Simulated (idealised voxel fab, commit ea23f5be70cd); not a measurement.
process module | voxel wiring stack
The figure presents cross-section cut, which has a width of 200 nm and is divided into square cells with an edge length of 5 nm.
Cross-section, as written here: a square-cell grid given band by band from the top down, where a band holds one or more rows of cells.
A band entry consists of two parts. The first gives the height of the band's top and the height of its bottom, in nm. The rest lists the band's materials from left to right, each with its width in nm. A single material labelled with the word "all across" fills the band from edge to edge, and the word "air" marks empty space.
Note: height 0 marks the level under which the wafer is uniformly one material as received. Lowest band unbounded below, written "z 0 and below".
Width "30 to 40": first value at the band's top row of cells, second value at its bottom row, equal change from row to row.
Where the words "stayed the same" appear for a step, the cross-section shows no cell changed by that step; every cell remained as before.
Look at "Closed void inventory" for the closed voids: empty spaces with no open path to the top, sized 8 cells or up. Each is width x height at distance, distance from the left edge, all nm.
Step line, after settings: the simulator's comment on this step.
Each step line may optionally specify "overlay nm", which for a step with a mask gives the rightward distance between the mask's planned place and where it lay, a negative value indicating the leftward direction.

-- Process steps - plan
1 RECEIVE | material Si
2 CONFORMAL_DEP | material SiO2 | thk nm 15
3 DIRECTIONAL_DEP | material TiN | thk nm 5
4 DIRECTIONAL_DEP | material Ru | thk nm 15
5 MASKED_ETCH | tone cover | mask id METAL_1 | width nm 25 | pitch nm 50 | etch materials Ru | depth nm 15 | overlay nm 0
6 MASKED_ETCH | tone cover | mask id METAL_1 | width nm 25 | pitch nm 50 | etch materials TiN | depth nm 5 | overlay nm 0
7 CONFORMAL_DEP | material SiCN | thk nm 5
8 FILL_DEP | material SiO2 | thk nm 5
9 CMP | height nm 35
10 CONFORMAL_DEP | material SiCN | thk nm 5
11 DIRECTIONAL_DEP | material SiO2 | thk nm 20
12 DIRECTIONAL_DEP | material aC | thk nm 10
13 PATTERN | tone open | mask id PLUG_1 | material resist | width nm 15 | pitch nm 50 | thk nm 25 | overlay nm 0
14 DIRECTIONAL_ETCH | etch materials aC | depth nm 10
15 STRIP | etch materials resist
16 DIRECTIONAL_ETCH | etch materials SiO2 | depth nm 20
17 DIRECTIONAL_ETCH | etch materials SiCN | depth nm 5
18 STRIP | etch materials aC
19 EPI | material Ru | thk nm 10
20 EPI | material Ru | thk nm 10
21 EPI | material Ru | thk nm 5
22 DIRECTIONAL_DEP | material TiN | thk nm 5
23 DIRECTIONAL_DEP | material Ru | thk nm 20
24 MASKED_ETCH | tone cover | mask id METAL_2 | width nm 25 | pitch nm 50 | etch materials Ru | depth nm 20 | overlay nm 0
25 MASKED_ETCH | tone cover | mask id METAL_2 | width nm 25 | pitch nm 50 | etch materials TiN | depth nm 5 | overlay nm 0
26 CONFORMAL_DEP | material SiN | thk nm 5
27 FILL_DEP | material SiO2 | thk nm 10
28 CMP | height nm 85
29 CONFORMAL_DEP | material SiCN | thk nm 5
30 DIRECTIONAL_DEP | material lowk | thk nm 15
31 PATTERN | tone open | mask id PLUG_2 | material resist | width nm 15 | thk nm 15 | overlay nm 0
32 DIRECTIONAL_ETCH | etch materials lowk | depth nm 15
33 DIRECTIONAL_ETCH | etch materials SiCN | depth nm 5
34 STRIP | etch materials resist
35 CONFORMAL_DEP | material TiN | thk nm 5
36 FILL_DEP | material Cu | thk nm 10
37 CMP | height nm 105
38 DIRECTIONAL_DEP | material TiN | thk nm 5
39 DIRECTIONAL_DEP | material Ru | thk nm 15
40 MASKED_ETCH | tone cover | mask id METAL_3 | width nm 25 | pitch nm 50 | etch materials Ru | depth nm 15 | overlay nm 0
41 MASKED_ETCH | tone cover | mask id METAL_3 | width nm 25 | pitch nm 50 | etch materials TiN | depth nm 5 | overlay nm 0
42 CONFORMAL_DEP | material SiCN | thk nm 5
43 FILL_DEP | material lowk | thk nm 10
44 CMP | height nm 125
45 CONFORMAL_DEP | material SiCN | thk nm 5

-- First of two wafers, with the run carried out as planned

-- Cross-section, incoming material, after step 1
z 0 and below: Si all across
Closed void inventory: none

-- Wafer after step 2 (cross-section)
z 15 to 0: SiO2 all across
Under 0: no change, same as before.

-- Wafer after step 3 (cross-section)
z 20 to 15: TiN all across
Under 15: no change, same as before.

-- Wafer after step 4 (cross-section)
z 35 to 20: Ru all across
Under 20: no change, same as before.

-- Wafer after step 5 (cross-section)
z 35 to 20: 60 air / 25 Ru / 25 air / 25 Ru / 65 air
Under 20: no change, same as before.

-- Wafer after step 6 (cross-section)
z 35 to 20: 60 air / 25 Ru / 25 air / 25 Ru / 65 air
z 20 to 15: 60 air / 25 TiN / 25 air / 25 TiN / 65 air
Under 15: no change, same as before.

-- Wafer after step 7 (cross-section)
z 40 to 35: 55 air / 35 SiCN / 15 air / 35 SiCN / 60 air
z 35 to 20: 55 air / 5 SiCN / 25 Ru / 5 SiCN / 15 air / 5 SiCN / 25 Ru / 5 SiCN / 60 air
z 20 to 15: 60 SiCN / 25 TiN / 25 SiCN / 25 TiN / 65 SiCN
Under 15: no change, same as before.

-- Wafer after step 8 (cross-section)
z 45 to 40: SiO2 all across
z 40 to 35: 55 SiO2 / 35 SiCN / 15 SiO2 / 35 SiCN / 60 SiO2
z 35 to 20: 55 SiO2 / 5 SiCN / 25 Ru / 5 SiCN / 15 SiO2 / 5 SiCN / 25 Ru / 5 SiCN / 60 SiO2
Under 20: no change, same as before.

-- Wafer after step 9 (cross-section)
z 35 to 20: 55 SiO2 / 5 SiCN / 25 Ru / 5 SiCN / 15 SiO2 / 5 SiCN / 25 Ru / 5 SiCN / 60 SiO2
Under 20: no change, same as before.

-- Wafer after step 10 (cross-section)
z 40 to 35: SiCN all across
Under 35: no change, same as before.

-- Wafer after step 11 (cross-section)
z 60 to 40: SiO2 all across
Under 40: no change, same as before.

-- Wafer after step 12 (cross-section)
z 70 to 60: aC all across
Under 60: no change, same as before.

-- Wafer after step 13 (cross-section)
z 95 to 70: 60 resist / 15 air / 35 resist / 15 air / 75 resist
Under 70: no change, same as before.

-- Wafer after step 14 (cross-section)
z 85 to 70: 60 resist / 15 air / 35 resist / 15 air / 75 resist
z 70 to 60: 60 aC / 15 air / 35 aC / 15 air / 75 aC
Under 60: no change, same as before.

-- Wafer after step 15 (cross-section)
z 70 to 60: 60 aC / 15 air / 35 aC / 15 air / 75 aC
Under 60: no change, same as before.

-- Wafer after step 16 (cross-section)
z 70 to 60: 60 aC / 15 air / 35 aC / 15 air / 75 aC
z 60 to 40: 60 SiO2 / 15 air / 35 SiO2 / 15 air / 75 SiO2
Under 40: no change, same as before.

-- Wafer after step 17 (cross-section)
z 70 to 60: 60 aC / 15 air / 35 aC / 15 air / 75 aC
z 60 to 40: 60 SiO2 / 15 air / 35 SiO2 / 15 air / 75 SiO2
z 40 to 35: 60 SiCN / 15 air / 35 SiCN / 15 air / 75 SiCN
Under 35: no change, same as before.

-- Wafer after step 18 (cross-section)
z 60 to 40: 60 SiO2 / 15 air / 35 SiO2 / 15 air / 75 SiO2
Under 40: no change, same as before.

-- Wafer after step 19 (cross-section)
z 60 to 45: 60 SiO2 / 15 air / 35 SiO2 / 15 air / 75 SiO2
z 45 to 40: 60 SiO2 / 15 Ru / 35 SiO2 / 15 Ru / 75 SiO2
z 40 to 35: 60 SiCN / 15 Ru / 35 SiCN / 15 Ru / 75 SiCN
Under 35: no change, same as before.

-- Wafer after step 20 (cross-section)
z 60 to 55: 60 SiO2 / 15 air / 35 SiO2 / 15 air / 75 SiO2
z 55 to 40: 60 SiO2 / 15 Ru / 35 SiO2 / 15 Ru / 75 SiO2
Under 40: no change, same as before.

-- Wafer after step 21 (cross-section)
z 60 to 40: 60 SiO2 / 15 Ru / 35 SiO2 / 15 Ru / 75 SiO2
Under 40: no change, same as before.

-- Wafer after step 22 (cross-section)
z 65 to 60: TiN all across
Under 60: no change, same as before.

-- Wafer after step 23 (cross-section)
z 85 to 65: Ru all across
Under 65: no change, same as before.

-- Wafer after step 24 (cross-section)
z 85 to 65: 60 air / 25 Ru / 25 air / 25 Ru / 65 air
Under 65: no change, same as before.

-- Wafer after step 25 (cross-section)
z 85 to 65: 60 air / 25 Ru / 25 air / 25 Ru / 65 air
z 65 to 60: 60 air / 25 TiN / 25 air / 25 TiN / 65 air
Under 60: no change, same as before.

-- Wafer after step 26 (cross-section)
z 90 to 85: 55 air / 35 SiN / 15 air / 35 SiN / 60 air
z 85 to 65: 55 air / 5 SiN / 25 Ru / 5 SiN / 15 air / 5 SiN / 25 Ru / 5 SiN / 60 air
z 65 to 60: 60 SiN / 25 TiN / 25 SiN / 25 TiN / 65 SiN
Under 60: no change, same as before.

-- Wafer after step 27 (cross-section)
z 100 to 90: SiO2 all across
z 90 to 85: 55 SiO2 / 35 SiN / 15 SiO2 / 35 SiN / 60 SiO2
z 85 to 65: 55 SiO2 / 5 SiN / 25 Ru / 5 SiN / 15 SiO2 / 5 SiN / 25 Ru / 5 SiN / 60 SiO2
Under 65: no change, same as before.

-- Wafer after step 28 (cross-section)
z 85 to 65: 55 SiO2 / 5 SiN / 25 Ru / 5 SiN / 15 SiO2 / 5 SiN / 25 Ru / 5 SiN / 60 SiO2
Under 65: no change, same as before.

-- Wafer after step 29 (cross-section)
z 90 to 85: SiCN all across
Under 85: no change, same as before.

-- Wafer after step 30 (cross-section)
z 105 to 90: lowk all across
Under 90: no change, same as before.

-- Wafer after step 31 (cross-section)
z 120 to 105: 60 resist / 15 air / 125 resist
Under 105: no change, same as before.

-- Wafer after step 32 (cross-section)
z 120 to 105: 60 resist / 15 air / 125 resist
z 105 to 90: 60 lowk / 15 air / 125 lowk
Under 90: no change, same as before.

-- Wafer after step 33 (cross-section)
z 120 to 105: 60 resist / 15 air / 125 resist
z 105 to 90: 60 lowk / 15 air / 125 lowk
z 90 to 85: 60 SiCN / 15 air / 125 SiCN
Under 85: no change, same as before.

-- Wafer after step 34 (cross-section)
z 105 to 90: 60 lowk / 15 air / 125 lowk
Under 90: no change, same as before.

-- Wafer after step 35 (cross-section)
z 110 to 105: 65 TiN / 5 air / 130 TiN
z 105 to 90: 60 lowk / 5 TiN / 5 air / 5 TiN / 125 lowk
z 90 to 85: 60 SiCN / 15 TiN / 125 SiCN
Under 85: no change, same as before.

-- Wafer after step 36 (cross-section)
z 120 to 110: Cu all across
z 110 to 105: 65 TiN / 5 Cu / 130 TiN
z 105 to 90: 60 lowk / 5 TiN / 5 Cu / 5 TiN / 125 lowk
Under 90: no change, same as before.

-- Wafer after step 37 (cross-section)
z 105 to 90: 60 lowk / 5 TiN / 5 Cu / 5 TiN / 125 lowk
Under 90: no change, same as before.

-- Wafer after step 38 (cross-section)
z 110 to 105: TiN all across
Under 105: no change, same as before.

-- Wafer after step 39 (cross-section)
z 125 to 110: Ru all across
Under 110: no change, same as before.

-- Wafer after step 40 (cross-section)
z 125 to 110: 60 air / 25 Ru / 25 air / 25 Ru / 65 air
Under 110: no change, same as before.

-- Wafer after step 41 (cross-section)
z 125 to 110: 60 air / 25 Ru / 25 air / 25 Ru / 65 air
z 110 to 105: 60 air / 25 TiN / 25 air / 25 TiN / 65 air
Under 105: no change, same as before.

-- Wafer after step 42 (cross-section)
z 130 to 125: 55 air / 35 SiCN / 15 air / 35 SiCN / 60 air
z 125 to 110: 55 air / 5 SiCN / 25 Ru / 5 SiCN / 15 air / 5 SiCN / 25 Ru / 5 SiCN / 60 air
z 110 to 105: 60 SiCN / 25 TiN / 25 SiCN / 25 TiN / 65 SiCN
Under 105: no change, same as before.

-- Wafer after step 43 (cross-section)
z 140 to 130: lowk all across
z 130 to 125: 55 lowk / 35 SiCN / 15 lowk / 35 SiCN / 60 lowk
z 125 to 110: 55 lowk / 5 SiCN / 25 Ru / 5 SiCN / 15 lowk / 5 SiCN / 25 Ru / 5 SiCN / 60 lowk
Under 110: no change, same as before.

-- Wafer after step 44 (cross-section)
z 125 to 110: 55 lowk / 5 SiCN / 25 Ru / 5 SiCN / 15 lowk / 5 SiCN / 25 Ru / 5 SiCN / 60 lowk
Under 110: no change, same as before.

-- Wafer after step 45 (cross-section)
z 130 to 125: SiCN all across
Under 125: no change, same as before.

-- Wafer two. Same start, same plan, one slip in execution. Same as wafer one through step 18, inclusive

-- X-section, second wafer, when step 20 was due to finish
z 65 to 60: 55 air / 25 Ru / 25 air / 25 Ru / 70 air
z 60 to 40: 60 SiO2 / 15 Ru / 35 SiO2 / 15 Ru / 75 SiO2
z 40 to 35: 60 SiCN / 15 Ru / 35 SiCN / 15 Ru / 75 SiCN
Under 35: no change, same as before.

-- X-section, second wafer, when step 21 was due to finish
z 70 to 60: 50 air / 35 Ru / 15 air / 35 Ru / 65 air
Under 60: no change, same as before.

-- X-section, second wafer, when step 22 was due to finish
z 75 to 70: 50 air / 35 TiN / 15 air / 35 TiN / 65 air
z 70 to 65: 50 air / 35 Ru / 15 air / 35 Ru / 65 air
z 65 to 60: 50 TiN / 35 Ru / 15 TiN / 35 Ru / 65 TiN
Under 60: no change, same as before.

-- X-section, second wafer, when step 23 was due to finish
z 95 to 85: 50 air / 35 Ru / 15 air / 35 Ru / 65 air
z 85 to 75: Ru all across
z 75 to 70: 50 Ru / 35 TiN / 15 Ru / 35 TiN / 65 Ru
z 70 to 65: Ru all across
Under 65: no change, same as before.

-- X-section, second wafer, when step 24 was due to finish
z 95 to 75: 60 air / 25 Ru / 25 air / 25 Ru / 65 air
z 75 to 70: 50 air / 35 TiN / 15 air / 35 TiN / 65 air
z 70 to 65: 50 air / 35 Ru / 15 air / 35 Ru / 65 air
Under 65: no change, same as before.

-- X-section, second wafer, when step 25 was due to finish
z 95 to 75: 60 air / 25 Ru / 25 air / 25 Ru / 65 air
z 75 to 70: 60 air / 25 TiN / 25 air / 25 TiN / 65 air
z 70 to 60: 50 air / 35 Ru / 15 air / 35 Ru / 65 air
Under 60: no change, same as before.

-- X-section, second wafer, when step 26 was due to finish
z 100 to 95: 55 air / 35 SiN / 15 air / 35 SiN / 60 air
z 95 to 75: 55 air / 5 SiN / 25 Ru / 5 SiN / 15 air / 5 SiN / 25 Ru / 5 SiN / 60 air
z 75 to 70: 45 air / 15 SiN / 25 TiN / 5 SiN / 5 air / 15 SiN / 25 TiN / 5 SiN / 60 air
z 70 to 65: 45 air / 5 SiN / 35 Ru / 5 SiN / 5 air / 5 SiN / 35 Ru / 5 SiN / 60 air
z 65 to 60: 50 SiN / 35 Ru / 15 SiN / 35 Ru / 65 SiN
Under 60: no change, same as before.

-- X-section, second wafer, when step 27 was due to finish
z 110 to 100: SiO2 all across
z 100 to 95: 55 SiO2 / 35 SiN / 15 SiO2 / 35 SiN / 60 SiO2
z 95 to 75: 55 SiO2 / 5 SiN / 25 Ru / 5 SiN / 15 SiO2 / 5 SiN / 25 Ru / 5 SiN / 60 SiO2
z 75 to 70: 45 SiO2 / 15 SiN / 25 TiN / 5 SiN / 5 SiO2 / 15 SiN / 25 TiN / 5 SiN / 60 SiO2
z 70 to 65: 45 SiO2 / 5 SiN / 35 Ru / 5 SiN / 5 SiO2 / 5 SiN / 35 Ru / 5 SiN / 60 SiO2
Under 65: no change, same as before.

-- X-section, second wafer, when step 28 was due to finish
z 85 to 75: 55 SiO2 / 5 SiN / 25 Ru / 5 SiN / 15 SiO2 / 5 SiN / 25 Ru / 5 SiN / 60 SiO2
Under 75: no change, same as before.

-- X-section, second wafer, when step 29 was due to finish
z 90 to 85: SiCN all across
Under 85: no change, same as before.

-- X-section, second wafer, when step 30 was due to finish
z 105 to 90: lowk all across
Under 90: no change, same as before.

-- X-section, second wafer, when step 31 was due to finish
z 120 to 105: 60 resist / 15 air / 125 resist
Under 105: no change, same as before.

-- X-section, second wafer, when step 32 was due to finish
z 120 to 105: 60 resist / 15 air / 125 resist
z 105 to 90: 60 lowk / 15 air / 125 lowk
Under 90: no change, same as before.

-- X-section, second wafer, when step 33 was due to finish
z 120 to 105: 60 resist / 15 air / 125 resist
z 105 to 90: 60 lowk / 15 air / 125 lowk
z 90 to 85: 60 SiCN / 15 air / 125 SiCN
Under 85: no change, same as before.

-- X-section, second wafer, when step 34 was due to finish
z 105 to 90: 60 lowk / 15 air / 125 lowk
Under 90: no change, same as before.

-- X-section, second wafer, when step 35 was due to finish
z 110 to 105: 65 TiN / 5 air / 130 TiN
z 105 to 90: 60 lowk / 5 TiN / 5 air / 5 TiN / 125 lowk
z 90 to 85: 60 SiCN / 15 TiN / 125 SiCN
Under 85: no change, same as before.

-- X-section, second wafer, when step 36 was due to finish
z 120 to 110: Cu all across
z 110 to 105: 65 TiN / 5 Cu / 130 TiN
z 105 to 90: 60 lowk / 5 TiN / 5 Cu / 5 TiN / 125 lowk
Under 90: no change, same as before.

-- X-section, second wafer, when step 37 was due to finish
z 105 to 90: 60 lowk / 5 TiN / 5 Cu / 5 TiN / 125 lowk
Under 90: no change, same as before.

-- X-section, second wafer, when step 38 was due to finish
z 110 to 105: TiN all across
Under 105: no change, same as before.

-- X-section, second wafer, when step 39 was due to finish
z 125 to 110: Ru all across
Under 110: no change, same as before.

-- X-section, second wafer, when step 40 was due to finish
z 125 to 110: 60 air / 25 Ru / 25 air / 25 Ru / 65 air
Under 110: no change, same as before.

-- X-section, second wafer, when step 41 was due to finish
z 125 to 110: 60 air / 25 Ru / 25 air / 25 Ru / 65 air
z 110 to 105: 60 air / 25 TiN / 25 air / 25 TiN / 65 air
Under 105: no change, same as before.

-- X-section, second wafer, when step 42 was due to finish
z 130 to 125: 55 air / 35 SiCN / 15 air / 35 SiCN / 60 air
z 125 to 110: 55 air / 5 SiCN / 25 Ru / 5 SiCN / 15 air / 5 SiCN / 25 Ru / 5 SiCN / 60 air
z 110 to 105: 60 SiCN / 25 TiN / 25 SiCN / 25 TiN / 65 SiCN
Under 105: no change, same as before.

-- X-section, second wafer, when step 43 was due to finish
z 140 to 130: lowk all across
z 130 to 125: 55 lowk / 35 SiCN / 15 lowk / 35 SiCN / 60 lowk
z 125 to 110: 55 lowk / 5 SiCN / 25 Ru / 5 SiCN / 15 lowk / 5 SiCN / 25 Ru / 5 SiCN / 60 lowk
Under 110: no change, same as before.

-- X-section, second wafer, when step 44 was due to finish
z 125 to 110: 55 lowk / 5 SiCN / 25 Ru / 5 SiCN / 15 lowk / 5 SiCN / 25 Ru / 5 SiCN / 60 lowk
Under 110: no change, same as before.

-- X-section, second wafer, when step 45 was due to finish
z 130 to 125: SiCN all across
Under 125: no change, same as before.
Nonconformance to the process plan: one of the steps 19 and 20, which are alike, was run twice
Count the cells at the end and the second wafer has more or fewer of some materials than the first: Ru +8, SiO2 -8
